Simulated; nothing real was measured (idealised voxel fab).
Herein follows the process module entitled voxel gate over fins.
For reference, the cross-section in this document is cut, with width 280 nm and square cells of 5 nm.
Bands, listed from the top down, are how a cross-section gets written in this document; the cross-section itself is a grid of square cells, and a band is one or more rows of them.
Heads up on the band format: heights come first, top then bottom, in nm. After that it's the materials left to right, each with its width in nm. A single material flagged "throughout" fills the whole band edge to edge, and "blank" means there's empty space there.
Zero point of the height axis is 0; under it, received wafer = one material. Lowest band: continues down indefinitely, "0 and below".
Read "30->40" as a graded width: first number on top, second number at the bottom, same change between each pair of neighbouring rows.
No cell of the cross-section changed in a step that is given as "no alterations made".
"Enclosed empty spaces" specifies each empty space that is not open to the top and that occupies no fewer than 8 cells, using the form width x height at distance, the distance measured from the left edge and all three quantities in nm.
That trailing text on a step's line, after the settings, is the simulator's own remark on the step.
What "overlay nm" on a step's line means: if the step has a mask, that mask lay this far to the right of its planned place, or, when the value is negative, to the left.

The planned process steps are enumerated hereunder:
step 1: RECEIVE with material Si
step 2: CONFORMAL_DEP with material SiN, thk nm 10
step 3: PATTERN with tone cover, mask id FINS, material resist, width nm 15, pitch nm 45, thk nm 20, overlay nm 0
step 4: DIRECTIONAL_ETCH with etch materials SiN, depth nm 10
step 5: DIRECTIONAL_ETCH with etch materials Si, depth nm 35
step 6: STRIP with etch materials resist
step 7: OXIDIZE with depth nm 5
step 8: FILL_DEP with material SiO2, thk nm 10
step 9: CMP with height nm 10
step 10: SELECTIVE_ETCH with etch materials SiO2, depth nm 20
step 11: STRIP with etch materials SiN
step 12: CONFORMAL_DEP with material HfO2, thk nm 5
step 13: CONFORMAL_DEP with material TiN, thk nm 5
step 14: CONFORMAL_DEP with material TiAl, thk nm 5
step 15: CONFORMAL_DEP with material TiN, thk nm 5
step 16: FILL_DEP with material W, thk nm 10
step 17: CMP with height nm 25
step 18: CONFORMAL_DEP with material SiN, thk nm 10

What follows covers the first of two wafers; it ran as planned:

Wafer cross-section on receipt, i.e. after step 1:
> 0 and below | Si throughout
> Enclosed empty spaces: none

Wafer section view after processing step 2:
> 10 down to 0 | SiN throughout
> Everything below 0 is unchanged.

Wafer section view after processing step 3:
> 30 down to 10 | blank: 110 | resist: 15 | blank: 30 | resist: 15 | blank: 110
> Everything below 10 is unchanged.

Wafer section view after processing step 4:
> 30 down to 10 | blank: 110 | resist: 15 | blank: 30 | resist: 15 | blank: 110
> 10 down to 0 | blank: 110 | SiN: 15 | blank: 30 | SiN: 15 | blank: 110
> Everything below 0 is unchanged.

Wafer section view after processing step 5:
> 30 down to 10 | blank: 110 | resist: 15 | blank: 30 | resist: 15 | blank: 110
> 10 down to 0 | blank: 110 | SiN: 15 | blank: 30 | SiN: 15 | blank: 110
> 0 down to -35 | blank: 110 | Si: 15 | blank: 30 | Si: 15 | blank: 110
> Everything below -35 is unchanged.

Wafer section view after processing step 6:
> 10 down to 0 | blank: 110 | SiN: 15 | blank: 30 | SiN: 15 | blank: 110
> Everything below 0 is unchanged.

Wafer section view after processing step 7:
> 10 down to 0 | blank: 110 | SiN: 15 | blank: 30 | SiN: 15 | blank: 110
> 0 down to -35 | blank: 110 | SiO2: 5 | Si: 5 | SiO2: 5 | blank: 30 | SiO2: 5 | Si: 5 | SiO2: 5 | blank: 110
> -35 down to -40 | SiO2: 115 | Si: 5 | SiO2: 40 | Si: 5 | SiO2: 115
> Everything below -40 is unchanged.

Wafer section view after processing step 8:
> 20 down to 10 | SiO2 throughout
> 10 down to 0 | SiO2: 110 | SiN: 15 | SiO2: 30 | SiN: 15 | SiO2: 110
> 0 down to -40 | SiO2: 115 | Si: 5 | SiO2: 40 | Si: 5 | SiO2: 115
> Everything below -40 is unchanged.

Wafer section view after processing step 9:
> 10 down to 0 | SiO2: 110 | SiN: 15 | SiO2: 30 | SiN: 15 | SiO2: 110
> Everything below 0 is unchanged.

Wafer section view after processing step 10:
> 10 down to 0 | blank: 110 | SiN: 15 | blank: 30 | SiN: 15 | blank: 110
> 0 down to -10 | blank: 115 | Si: 5 | blank: 40 | Si: 5 | blank: 115
> Everything below -10 is unchanged.

Wafer section view after processing step 11:
> 0 down to -10 | blank: 115 | Si: 5 | blank: 40 | Si: 5 | blank: 115
> Everything below -10 is unchanged.

Wafer section view after processing step 12:
> 5 down to 0 | blank: 110 | HfO2: 15 | blank: 30 | HfO2: 15 | blank: 110
> 0 down to -5 | blank: 110 | HfO2: 5 | Si: 5 | HfO2: 5 | blank: 30 | HfO2: 5 | Si: 5 | HfO2: 5 | blank: 110
> -5 down to -10 | HfO2: 115 | Si: 5 | HfO2: 40 | Si: 5 | HfO2: 115
> Everything below -10 is unchanged.

Wafer section view after processing step 13:
> 10 down to 5 | blank: 105 | TiN: 25 | blank: 20 | TiN: 25 | blank: 105
> 5 down to 0 | blank: 105 | TiN: 5 | HfO2: 15 | TiN: 5 | blank: 20 | TiN: 5 | HfO2: 15 | TiN: 5 | blank: 105
> 0 down to -5 | TiN: 110 | HfO2: 5 | Si: 5 | HfO2: 5 | TiN: 30 | HfO2: 5 | Si: 5 | HfO2: 5 | TiN: 110
> Everything below -5 is unchanged.

Wafer section view after processing step 14:
> 15 down to 10 | blank: 100 | TiAl: 35 | blank: 10 | TiAl: 35 | blank: 100
> 10 down to 5 | blank: 100 | TiAl: 5 | TiN: 25 | TiAl: 5 | blank: 10 | TiAl: 5 | TiN: 25 | TiAl: 5 | blank: 100
> 5 down to 0 | TiAl: 105 | TiN: 5 | HfO2: 15 | TiN: 5 | TiAl: 20 | TiN: 5 | HfO2: 15 | TiN: 5 | TiAl: 105
> Everything below 0 is unchanged.

Wafer section view after processing step 15:
> 20 down to 15 | blank: 95 | TiN: 90 | blank: 95
> 15 down to 10 | blank: 95 | TiN: 5 | TiAl: 35 | TiN: 10 | TiAl: 35 | TiN: 5 | blank: 95
> 10 down to 5 | TiN: 100 | TiAl: 5 | TiN: 25 | TiAl: 5 | TiN: 10 | TiAl: 5 | TiN: 25 | TiAl: 5 | TiN: 100
> Everything below 5 is unchanged.

Wafer section view after processing step 16:
> 30 down to 20 | W throughout
> 20 down to 15 | W: 95 | TiN: 90 | W: 95
> 15 down to 10 | W: 95 | TiN: 5 | TiAl: 35 | TiN: 10 | TiAl: 35 | TiN: 5 | W: 95
> Everything below 10 is unchanged.

Wafer section view after processing step 17:
> 25 down to 20 | W throughout
> Everything below 20 is unchanged.

Wafer section view after processing step 18:
> 35 down to 25 | SiN throughout
> Everything below 25 is unchanged.

Wafer two. Same start, same plan, one slip in execution. Same as wafer one through step 2, inclusive:

The second wafer in cross-section, at the planned close of step 3:
> 30 down to 10 | resist: 110 | blank: 15 | resist: 30 | blank: 15 | resist: 110
> Everything below 10 is unchanged.

The second wafer in cross-section, at the planned close of step 4:
> 30 down to 10 | resist: 110 | blank: 15 | resist: 30 | blank: 15 | resist: 110
> 10 down to 0 | SiN: 110 | blank: 15 | SiN: 30 | blank: 15 | SiN: 110
> Everything below 0 is unchanged.

The second wafer in cross-section, at the planned close of step 5:
> 30 down to 10 | resist: 110 | blank: 15 | resist: 30 | blank: 15 | resist: 110
> 10 down to 0 | SiN: 110 | blank: 15 | SiN: 30 | blank: 15 | SiN: 110
> 0 down to -35 | Si: 110 | blank: 15 | Si: 30 | blank: 15 | Si: 110
> Everything below -35 is unchanged.

The second wafer in cross-section, at the planned close of step 6:
> 10 down to 0 | SiN: 110 | blank: 15 | SiN: 30 | blank: 15 | SiN: 110
> Everything below 0 is unchanged.

The second wafer in cross-section, at the planned close of step 7:
> 10 down to 0 | SiN: 110 | blank: 15 | SiN: 30 | blank: 15 | SiN: 110
> 0 down to -35 | Si: 105 | SiO2: 5 | blank: 15 | SiO2: 5 | Si: 20 | SiO2: 5 | blank: 15 | SiO2: 5 | Si: 105
> -35 down to -40 | Si: 105 | SiO2: 25 | Si: 20 | SiO2: 25 | Si: 105
> Everything below -40 is unchanged.

The second wafer in cross-section, at the planned close of step 8:
> 20 down to 10 | SiO2 throughout
> 10 down to 0 | SiN: 110 | SiO2: 15 | SiN: 30 | SiO2: 15 | SiN: 110
> 0 down to -40 | Si: 105 | SiO2: 25 | Si: 20 | SiO2: 25 | Si: 105
> Everything below -40 is unchanged.

The second wafer in cross-section, at the planned close of step 9:
> 10 down to 0 | SiN: 110 | SiO2: 15 | SiN: 30 | SiO2: 15 | SiN: 110
> Everything below 0 is unchanged.

The second wafer in cross-section, at the planned close of step 10:
> 10 down to 0 | SiN: 110 | blank: 15 | SiN: 30 | blank: 15 | SiN: 110
> 0 down to -10 | Si: 105 | blank: 25 | Si: 20 | blank: 25 | Si: 105
> Everything below -10 is unchanged.

The second wafer in cross-section, at the planned close of step 11:
> 0 down to -10 | Si: 105 | blank: 25 | Si: 20 | blank: 25 | Si: 105
> Everything below -10 is unchanged.

The second wafer in cross-section, at the planned close of step 12:
> 5 down to 0 | HfO2: 110 | blank: 15 | HfO2: 30 | blank: 15 | HfO2: 110
> 0 down to -5 | Si: 105 | HfO2: 5 | blank: 15 | HfO2: 5 | Si: 20 | HfO2: 5 | blank: 15 | HfO2: 5 | Si: 105
> -5 down to -10 | Si: 105 | HfO2: 25 | Si: 20 | HfO2: 25 | Si: 105
> Everything below -10 is unchanged.

The second wafer in cross-section, at the planned close of step 13:
> 10 down to 5 | TiN: 115 | blank: 5 | TiN: 40 | blank: 5 | TiN: 115
> 5 down to 0 | HfO2: 110 | TiN: 5 | blank: 5 | TiN: 5 | HfO2: 30 | TiN: 5 | blank: 5 | TiN: 5 | HfO2: 110
> 0 down to -5 | Si: 105 | HfO2: 5 | TiN: 15 | HfO2: 5 | Si: 20 | HfO2: 5 | TiN: 15 | HfO2: 5 | Si: 105
> Everything below -5 is unchanged.

The second wafer in cross-section, at the planned close of step 14:
> 15 down to 10 | TiAl throughout
> 10 down to 5 | TiN: 115 | TiAl: 5 | TiN: 40 | TiAl: 5 | TiN: 115
> 5 down to 0 | HfO2: 110 | TiN: 5 | TiAl: 5 | TiN: 5 | HfO2: 30 | TiN: 5 | TiAl: 5 | TiN: 5 | HfO2: 110
> Everything below 0 is unchanged.

The second wafer in cross-section, at the planned close of step 15:
> 20 down to 15 | TiN throughout
> Everything below 15 is unchanged.

The second wafer in cross-section, at the planned close of step 16:
> 30 down to 20 | W throughout
> Everything below 20 is unchanged.

The second wafer in cross-section, at the planned close of step 17:
> 25 down to 20 | W throughout
> Everything below 20 is unchanged.

The second wafer in cross-section, at the planned close of step 18:
> 35 down to 25 | SiN throughout
> Everything below 25 is unchanged.
Heads up, the wafer didn't run the way we planned it: in deviation from the planned setting, step 3 was conducted as PATTERN with tone open, mask id FINS, material resist, width nm 15, pitch nm 45, thk nm 20, overlay nm 0
Once processing is complete, comparing cell counts shows that the second wafer has more or fewer of certain materials than the first: Si: 352 more, SiO2: 264 fewer, TiAl: 4 fewer, TiN: 8 fewer, W: 76 fewer
